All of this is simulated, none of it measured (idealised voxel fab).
process module | voxel self aligned vias
cross-section cut | 220 nm wide | cells 5 nm
A cross-section is a grid of square cells, given in bands from the top down. A band is one or more rows of cells.
Each band's line starts with the height of the band's top and of its bottom, in nm. Then come its materials from left to right, each with its width in nm. One material with "throughout" fills the band from edge to edge. "air" is empty space.
Height 0 is the level under which the wafer as received is all one material. The lowest band goes on downwards, as in "0 down".
A width such as "30 to 40" changes by the same amount from each row of cells to the next, from the band's top row to its bottom row.
"no change" after a step means that no cell of the cross-section changed.
closed voids: empty space of 8 cells or more with no open way to the top, each as width x height at its distance from the left edge, in nm
after a step's settings: what the simulator itself notes on the step
overlay nm, on a step with a mask: how far to the right of its planned place the mask lay; to the left if negative
plan
1 op RECEIVE | material Si
2 op CONFORMAL_DEP | material SiO2 | thk nm 10
3 op CONFORMAL_DEP | material SiCN | thk nm 5
4 op DIRECTIONAL_DEP | material SiO2 | thk nm 25
5 op PATTERN | tone open | mask id LINES | material resist | width nm 20 | pitch nm 50 | thk nm 15 | overlay nm 0
6 op DIRECTIONAL_ETCH | etch materials SiO2 | depth nm 25
7 op STRIP | etch materials resist
8 op CONFORMAL_DEP | material TiN | thk nm 5
9 op FILL_DEP | material W | thk nm 10
10 op CMP | height nm 40
11 op SELECTIVE_ETCH | etch materials W Ru TiN | depth nm 5
12 op FILL_DEP | material SiN | thk nm 10
13 op CMP | height nm 40
14 op DIRECTIONAL_DEP | material SiO2 | thk nm 15
15 op MASKED_ETCH | tone open | mask id VIAS | width nm 30 | pitch nm 100 | etch materials SiO2 | depth nm 15 | overlay nm 0
16 op MASKED_ETCH | tone open | mask id VIAS | width nm 30 | pitch nm 100 | etch materials SiN | depth nm 5 | overlay nm 0
17 op CONFORMAL_DEP | material TiN | thk nm 5
18 op FILL_DEP | material Ru | thk nm 10
19 op CMP | height nm 55
20 op CONFORMAL_DEP | material SiN | thk nm 5
as received, after step 1
  0 down: Si throughout
  closed voids: none
a wafer at the end: this start, this plan, one mistake
  60 to 55: SiN throughout
  55 to 45: SiO2 50 | TiN 5 | Ru 15 | TiN 5 | SiO2 75 | TiN 5 | Ru 15 | TiN 5 | SiO2 45
  45 to 40: SiO2 50 | TiN 5 | Ru 10 | TiN 10 | SiO2 75 | TiN 5 | Ru 10 | TiN 10 | SiO2 45
  40 to 35: SiO2 50 | TiN 20 | SiO2 30 | SiN 20 | SiO2 30 | TiN 20 | SiO2 50
  35 to 20: SiO2 50 | TiN 5 | W 10 | TiN 5 | SiO2 30 | TiN 5 | W 10 | TiN 5 | SiO2 30 | TiN 5 | W 10 | TiN 5 | SiO2 50
  20 to 15: SiO2 50 | TiN 20 | SiO2 30 | TiN 20 | SiO2 30 | TiN 20 | SiO2 50
  15 to 10: SiCN throughout
  10 to 0: SiO2 throughout
  0 down: Si throughout
  closed voids: none
what went wrong: step 15 ran as: op MASKED_ETCH | tone open | mask id VIAS | width nm 25 | pitch nm 100 | etch materials SiO2 | depth nm 15 | overlay nm 0
